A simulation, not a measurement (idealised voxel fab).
Process module name: voxel wiring stack
Displayed cross-section: cut, width of 240 nm, square cells sized 5 nm.
Each cross-section below is a grid of square cells, stated as bands in top-down order, with one or more rows of cells making up each band. First you get the band's top height and its bottom height, in nm, and then the materials it's made of, left to right, with each width in nm. If you see a single material with "everywhere", that one covers the band edge to edge. "blank" is empty space. Heights are reckoned from 0. Under this level, the received wafer is all of one material. The bottommost band is open-ended downward, for example "0 -> down". Per-row width for "30 to 40": begins at first number (top row of band), ends at second number (bottom row), increment between rows held constant. No cell of the cross-section changed in a step that is given as "no modification". Basically, "Internal closed voids" tells you about the enclosed voids: empty spaces with no open way to the top, 8 cells or bigger, each written width x height at distance, where distance is from the left edge, all in nm. On a step's line, text after the settings is the simulator commenting on that step. "overlay nm" denotes, for a step that has a mask, the displacement of the mask to the right of its planned place, with negative values corresponding to the left.

## Process steps foreseen in the plan
1) RECEIVE (material Si)
2) CONFORMAL_DEP (material SiO2; thk nm 15)
3) DIRECTIONAL_DEP (material TiN; thk nm 5)
4) DIRECTIONAL_DEP (material Ru; thk nm 20)
5) MASKED_ETCH (tone cover; mask id METAL_1; width nm 25; pitch nm 40; etch materials Ru; depth nm 20; overlay nm 0)
6) MASKED_ETCH (tone cover; mask id METAL_1; width nm 25; pitch nm 40; etch materials TiN; depth nm 5; overlay nm 0)
7) FILL_DEP (material SiO2; thk nm 5)
8) CMP (height nm 40)
9) CONFORMAL_DEP (material SiCN; thk nm 5)
10) DIRECTIONAL_DEP (material lowk; thk nm 15)
11) MASKED_ETCH (tone open; mask id PLUG_1; width nm 15; pitch nm 40; etch materials lowk; depth nm 15; overlay nm 0)
12) MASKED_ETCH (tone open; mask id PLUG_1; width nm 15; pitch nm 40; etch materials SiCN; depth nm 5; overlay nm 0)
13) EPI (material Ru; thk nm 10)
14) EPI (material Ru; thk nm 10)
15) CONFORMAL_DEP (material SiN; thk nm 5)
16) DIRECTIONAL_DEP (material SiO2; thk nm 15)
17) DIRECTIONAL_DEP (material aC; thk nm 15)
18) PATTERN (tone open; mask id METAL_2; material resist; width nm 25; pitch nm 40; thk nm 30; overlay nm 0)
19) DIRECTIONAL_ETCH (etch materials aC; depth nm 15)
20) STRIP (etch materials resist)
21) DIRECTIONAL_ETCH (etch materials SiO2; depth nm 15)
22) DIRECTIONAL_ETCH (etch materials SiN; depth nm 5)
23) STRIP (etch materials aC)
24) CONFORMAL_DEP (material TiN; thk nm 5)
25) FILL_DEP (material Cu; thk nm 5)
26) CMP (height nm 80)
27) CONFORMAL_DEP (material SiCN; thk nm 5)
28) DIRECTIONAL_DEP (material SiO2; thk nm 25)
29) MASKED_ETCH (tone open; mask id METAL_3_HOLES; width nm 15; etch materials SiO2; depth nm 25; overlay nm 0)
30) DIRECTIONAL_DEP (material aC; thk nm 15)
31) PATTERN (tone open; mask id METAL_3; material resist; width nm 25; pitch nm 40; thk nm 30; overlay nm 0)
32) DIRECTIONAL_ETCH (etch materials aC; depth nm 15)
33) STRIP (etch materials resist)
34) DIRECTIONAL_ETCH (etch materials SiO2; depth nm 15)
35) DIRECTIONAL_ETCH (etch materials SiCN; depth nm 5)
36) STRIP (etch materials aC)
37) CONFORMAL_DEP (material TiN; thk nm 5)
38) FILL_DEP (material Ru; thk nm 10)
39) CMP (height nm 110)
40) CONFORMAL_DEP (material SiCN; thk nm 5)
41) DIRECTIONAL_DEP (material SiO2; thk nm 30)
42) PATTERN (tone open; mask id METAL_4; material resist; width nm 25; pitch nm 40; thk nm 20; overlay nm 0)
43) DIRECTIONAL_ETCH (etch materials SiO2; depth nm 20)
44) STRIP (etch materials resist)
45) MASKED_ETCH (tone open; mask id METAL_4_HOLES; width nm 15; pitch nm 40; etch materials SiO2; depth nm 10; overlay nm 0)
46) MASKED_ETCH (tone open; mask id METAL_4_HOLES; width nm 15; pitch nm 40; etch materials SiCN; depth nm 5; overlay nm 0)
47) CONFORMAL_DEP (material TiN; thk nm 5)
48) FILL_DEP (material Cu; thk nm 5)
49) CMP (height nm 145)
50) CONFORMAL_DEP (material SiN; thk nm 5)

## First of two wafers: run as planned

## Incoming wafer in cross-section (state: after step 1)
    0 -> down: Si everywhere
    Internal closed voids: none

## Wafer after step 2 (cross-section)
    15 -> 0: SiO2 everywhere
    Under the height 0 nothing was changed.

## Wafer after step 3 (cross-section)
    20 -> 15: TiN everywhere
    Under the height 15 nothing was changed.

## Wafer after step 4 (cross-section)
    40 -> 20: Ru everywhere
    Under the height 20 nothing was changed.

## Wafer after step 5 (cross-section)
    40 -> 20: blank 85  Ru 25  blank 15  Ru 25  blank 90
    Under the height 20 nothing was changed.

## Wafer after step 6 (cross-section)
    40 -> 20: blank 85  Ru 25  blank 15  Ru 25  blank 90
    20 -> 15: blank 85  TiN 25  blank 15  TiN 25  blank 90
    Under the height 15 nothing was changed.

## Wafer after step 7 (cross-section)
    45 -> 40: SiO2 everywhere
    40 -> 20: SiO2 85  Ru 25  SiO2 15  Ru 25  SiO2 90
    20 -> 15: SiO2 85  TiN 25  SiO2 15  TiN 25  SiO2 90
    Under the height 15 nothing was changed.

## Wafer after step 8 (cross-section)
    40 -> 20: SiO2 85  Ru 25  SiO2 15  Ru 25  SiO2 90
    Under the height 20 nothing was changed.

## Wafer after step 9 (cross-section)
    45 -> 40: SiCN everywhere
    Under the height 40 nothing was changed.

## Wafer after step 10 (cross-section)
    60 -> 45: lowk everywhere
    Under the height 45 nothing was changed.

## Wafer after step 11 (cross-section)
    60 -> 45: lowk 85  blank 15  lowk 25  blank 15  lowk 100
    Under the height 45 nothing was changed.

## Wafer after step 12 (cross-section)
    60 -> 45: lowk 85  blank 15  lowk 25  blank 15  lowk 100
    45 -> 40: SiCN 85  blank 15  SiCN 25  blank 15  SiCN 100
    Under the height 40 nothing was changed.

## Wafer after step 13 (cross-section)
    60 -> 50: lowk 85  blank 15  lowk 25  blank 15  lowk 100
    50 -> 45: lowk 85  Ru 15  lowk 25  Ru 15  lowk 100
    45 -> 40: SiCN 85  Ru 15  SiCN 25  Ru 15  SiCN 100
    Under the height 40 nothing was changed.

## Wafer after step 14 (cross-section)
    60 -> 45: lowk 85  Ru 15  lowk 25  Ru 15  lowk 100
    Under the height 45 nothing was changed.

## Wafer after step 15 (cross-section)
    65 -> 60: SiN everywhere
    Under the height 60 nothing was changed.

## Wafer after step 16 (cross-section)
    80 -> 65: SiO2 everywhere
    Under the height 65 nothing was changed.

## Wafer after step 17 (cross-section)
    95 -> 80: aC everywhere
    Under the height 80 nothing was changed.

## Wafer after step 18 (cross-section)
    125 -> 95: resist 85  blank 25  resist 15  blank 25  resist 90
    Under the height 95 nothing was changed.

## Wafer after step 19 (cross-section)
    110 -> 95: resist 85  blank 25  resist 15  blank 25  resist 90
    95 -> 80: aC 85  blank 25  aC 15  blank 25  aC 90
    Under the height 80 nothing was changed.

## Wafer after step 20 (cross-section)
    95 -> 80: aC 85  blank 25  aC 15  blank 25  aC 90
    Under the height 80 nothing was changed.

## Wafer after step 21 (cross-section)
    95 -> 80: aC 85  blank 25  aC 15  blank 25  aC 90
    80 -> 65: SiO2 85  blank 25  SiO2 15  blank 25  SiO2 90
    Under the height 65 nothing was changed.

## Wafer after step 22 (cross-section)
    95 -> 80: aC 85  blank 25  aC 15  blank 25  aC 90
    80 -> 65: SiO2 85  blank 25  SiO2 15  blank 25  SiO2 90
    65 -> 60: SiN 85  blank 25  SiN 15  blank 25  SiN 90
    Under the height 60 nothing was changed.

## Wafer after step 23 (cross-section)
    80 -> 65: SiO2 85  blank 25  SiO2 15  blank 25  SiO2 90
    Under the height 65 nothing was changed.

## Wafer after step 24 (cross-section)
    85 -> 80: TiN 90  blank 15  TiN 25  blank 15  TiN 95
    80 -> 65: SiO2 85  TiN 5  blank 15  TiN 5  SiO2 15  TiN 5  blank 15  TiN 5  SiO2 90
    65 -> 60: SiN 85  TiN 25  SiN 15  TiN 25  SiN 90
    Under the height 60 nothing was changed.

## Wafer after step 25 (cross-section)
    90 -> 85: Cu everywhere
    85 -> 80: TiN 90  Cu 15  TiN 25  Cu 15  TiN 95
    80 -> 65: SiO2 85  TiN 5  Cu 15  TiN 5  SiO2 15  TiN 5  Cu 15  TiN 5  SiO2 90
    Under the height 65 nothing was changed.

## Wafer after step 26 (cross-section)
    80 -> 65: SiO2 85  TiN 5  Cu 15  TiN 5  SiO2 15  TiN 5  Cu 15  TiN 5  SiO2 90
    Under the height 65 nothing was changed.

## Wafer after step 27 (cross-section)
    85 -> 80: SiCN everywhere
    Under the height 80 nothing was changed.

## Wafer after step 28 (cross-section)
    110 -> 85: SiO2 everywhere
    Under the height 85 nothing was changed.

## Wafer after step 29 (cross-section)
    110 -> 85: SiO2 85  blank 15  SiO2 140
    Under the height 85 nothing was changed.

## Wafer after step 30 (cross-section)
    125 -> 110: aC 85  blank 15  aC 140
    110 -> 100: SiO2 85  blank 15  SiO2 140
    100 -> 85: SiO2 85  aC 15  SiO2 140
    Under the height 85 nothing was changed.

## Wafer after step 31 (cross-section)
    155 -> 125: resist 85  blank 25  resist 15  blank 25  resist 90
    Under the height 125 nothing was changed.

## Wafer after step 32 (cross-section)
    140 -> 125: resist 85  blank 25  resist 15  blank 25  resist 90
    125 -> 110: aC 85  blank 25  aC 15  blank 25  aC 90
    110 -> 85: SiO2 85  blank 15  SiO2 140
    Under the height 85 nothing was changed.

## Wafer after step 33 (cross-section)
    125 -> 110: aC 85  blank 25  aC 15  blank 25  aC 90
    Under the height 110 nothing was changed.

## Wafer after step 34 (cross-section)
    125 -> 110: aC 85  blank 25  aC 15  blank 25  aC 90
    110 -> 95: SiO2 85  blank 25  SiO2 15  blank 25  SiO2 90
    Under the height 95 nothing was changed.

## Wafer after step 35 (cross-section)
    125 -> 110: aC 85  blank 25  aC 15  blank 25  aC 90
    110 -> 95: SiO2 85  blank 25  SiO2 15  blank 25  SiO2 90
    95 -> 85: SiO2 85  blank 15  SiO2 140
    85 -> 80: SiCN 85  blank 15  SiCN 140
    Under the height 80 nothing was changed.

## Wafer after step 36 (cross-section)
    110 -> 95: SiO2 85  blank 25  SiO2 15  blank 25  SiO2 90
    Under the height 95 nothing was changed.

## Wafer after step 37 (cross-section)
    115 -> 110: TiN 90  blank 15  TiN 25  blank 15  TiN 95
    110 -> 100: SiO2 85  TiN 5  blank 15  TiN 5  SiO2 15  TiN 5  blank 15  TiN 5  SiO2 90
    100 -> 95: SiO2 85  TiN 5  blank 5  TiN 15  SiO2 15  TiN 25  SiO2 90
    95 -> 85: SiO2 85  TiN 5  blank 5  TiN 5  SiO2 140
    85 -> 80: SiCN 85  TiN 15  SiCN 140
    Under the height 80 nothing was changed.

## Wafer after step 38 (cross-section)
    125 -> 115: Ru everywhere
    115 -> 110: TiN 90  Ru 15  TiN 25  Ru 15  TiN 95
    110 -> 100: SiO2 85  TiN 5  Ru 15  TiN 5  SiO2 15  TiN 5  Ru 15  TiN 5  SiO2 90
    100 -> 95: SiO2 85  TiN 5  Ru 5  TiN 15  SiO2 15  TiN 25  SiO2 90
    95 -> 85: SiO2 85  TiN 5  Ru 5  TiN 5  SiO2 140
    Under the height 85 nothing was changed.

## Wafer after step 39 (cross-section)
    110 -> 100: SiO2 85  TiN 5  Ru 15  TiN 5  SiO2 15  TiN 5  Ru 15  TiN 5  SiO2 90
    Under the height 100 nothing was changed.

## Wafer after step 40 (cross-section)
    115 -> 110: SiCN everywhere
    Under the height 110 nothing was changed.

## Wafer after step 41 (cross-section)
    145 -> 115: SiO2 everywhere
    Under the height 115 nothing was changed.

## Wafer after step 42 (cross-section)
    165 -> 145: resist 85  blank 25  resist 15  blank 25  resist 90
    Under the height 145 nothing was changed.

## Wafer after step 43 (cross-section)
    165 -> 145: resist 85  blank 25  resist 15  blank 25  resist 90
    145 -> 125: SiO2 85  blank 25  SiO2 15  blank 25  SiO2 90
    Under the height 125 nothing was changed.

## Wafer after step 44 (cross-section)
    145 -> 125: SiO2 85  blank 25  SiO2 15  blank 25  SiO2 90
    Under the height 125 nothing was changed.

## Wafer after step 45 (cross-section)
    145 -> 125: SiO2 85  blank 25  SiO2 15  blank 25  SiO2 90
    125 -> 115: SiO2 85  blank 15  SiO2 25  blank 15  SiO2 100
    Under the height 115 nothing was changed.

## Wafer after step 46 (cross-section)
    145 -> 125: SiO2 85  blank 25  SiO2 15  blank 25  SiO2 90
    125 -> 115: SiO2 85  blank 15  SiO2 25  blank 15  SiO2 100
    115 -> 110: SiCN 85  blank 15  SiCN 25  blank 15  SiCN 100
    Under the height 110 nothing was changed.

## Wafer after step 47 (cross-section)
    150 -> 145: TiN 90  blank 15  TiN 25  blank 15  TiN 95
    145 -> 130: SiO2 85  TiN 5  blank 15  TiN 5  SiO2 15  TiN 5  blank 15  TiN 5  SiO2 90
    130 -> 125: SiO2 85  TiN 5  blank 5  TiN 15  SiO2 15  TiN 5  blank 5  TiN 15  SiO2 90
    125 -> 115: SiO2 85  TiN 5  blank 5  TiN 5  SiO2 25  TiN 5  blank 5  TiN 5  SiO2 100
    115 -> 110: SiCN 85  TiN 15  SiCN 25  TiN 15  SiCN 100
    Under the height 110 nothing was changed.

## Wafer after step 48 (cross-section)
    155 -> 150: Cu everywhere
    150 -> 145: TiN 90  Cu 15  TiN 25  Cu 15  TiN 95
    145 -> 130: SiO2 85  TiN 5  Cu 15  TiN 5  SiO2 15  TiN 5  Cu 15  TiN 5  SiO2 90
    130 -> 125: SiO2 85  TiN 5  Cu 5  TiN 15  SiO2 15  TiN 5  Cu 5  TiN 15  SiO2 90
    125 -> 115: SiO2 85  TiN 5  Cu 5  TiN 5  SiO2 25  TiN 5  Cu 5  TiN 5  SiO2 100
    Under the height 115 nothing was changed.

## Wafer after step 49 (cross-section)
    145 -> 130: SiO2 85  TiN 5  Cu 15  TiN 5  SiO2 15  TiN 5  Cu 15  TiN 5  SiO2 90
    Under the height 130 nothing was changed.

## Wafer after step 50 (cross-section)
    150 -> 145: SiN everywhere
    Under the height 145 nothing was changed.

## Wafer two of two - same starting point, same process plan, one mistake in execution; matches wafer one up to and including step 40

## Cross-section of the second wafer when, according to plan, step 41 should have finished
    175 -> 115: SiO2 everywhere
    Under the height 115 nothing was changed.

## Cross-section of the second wafer when, according to plan, step 42 should have finished
    195 -> 175: resist 85  blank 25  resist 15  blank 25  resist 90
    Under the height 175 nothing was changed.

## Cross-section of the second wafer when, according to plan, step 43 should have finished
    195 -> 175: resist 85  blank 25  resist 15  blank 25  resist 90
    175 -> 155: SiO2 85  blank 25  SiO2 15  blank 25  SiO2 90
    Under the height 155 nothing was changed.

## Cross-section of the second wafer when, according to plan, step 44 should have finished
    175 -> 155: SiO2 85  blank 25  SiO2 15  blank 25  SiO2 90
    Under the height 155 nothing was changed.

## Cross-section of the second wafer when, according to plan, step 45 should have finished
    175 -> 155: SiO2 85  blank 25  SiO2 15  blank 25  SiO2 90
    155 -> 145: SiO2 85  blank 15  SiO2 25  blank 15  SiO2 100
    Under the height 145 nothing was changed.

Cross-section of the second wafer when, according to plan, step 46 should have finished: no modification

## Cross-section of the second wafer when, according to plan, step 47 should have finished
    180 -> 175: TiN 90  blank 15  TiN 25  blank 15  TiN 95
    175 -> 160: SiO2 85  TiN 5  blank 15  TiN 5  SiO2 15  TiN 5  blank 15  TiN 5  SiO2 90
    160 -> 150: SiO2 85  TiN 5  blank 5  TiN 15 to 5  SiO2 15 to 25  TiN 5  blank 5  TiN 15 to 5  SiO2 90 to 100
    150 -> 145: SiO2 85  TiN 15  SiO2 25  TiN 15  SiO2 100
    Under the height 145 nothing was changed.

## Cross-section of the second wafer when, according to plan, step 48 should have finished
    185 -> 180: Cu everywhere
    180 -> 175: TiN 90  Cu 15  TiN 25  Cu 15  TiN 95
    175 -> 160: SiO2 85  TiN 5  Cu 15  TiN 5  SiO2 15  TiN 5  Cu 15  TiN 5  SiO2 90
    160 -> 150: SiO2 85  TiN 5  Cu 5  TiN 15 to 5  SiO2 15 to 25  TiN 5  Cu 5  TiN 15 to 5  SiO2 90 to 100
    Under the height 150 nothing was changed.

## Cross-section of the second wafer when, according to plan, step 49 should have finished
    145 -> 115: SiO2 everywhere
    Under the height 115 nothing was changed.

## Cross-section of the second wafer when, according to plan, step 50 should have finished
    150 -> 145: SiN everywhere
    Under the height 145 nothing was changed.
The plan and the run diverged here: it should be noted that step 41 of the plan was executed twice
Final difference in cells, second wafer against first, listed per material as more or fewer: 24 fewer of Cu; 6 more of SiCN; 52 more of SiO2; 34 fewer of TiN
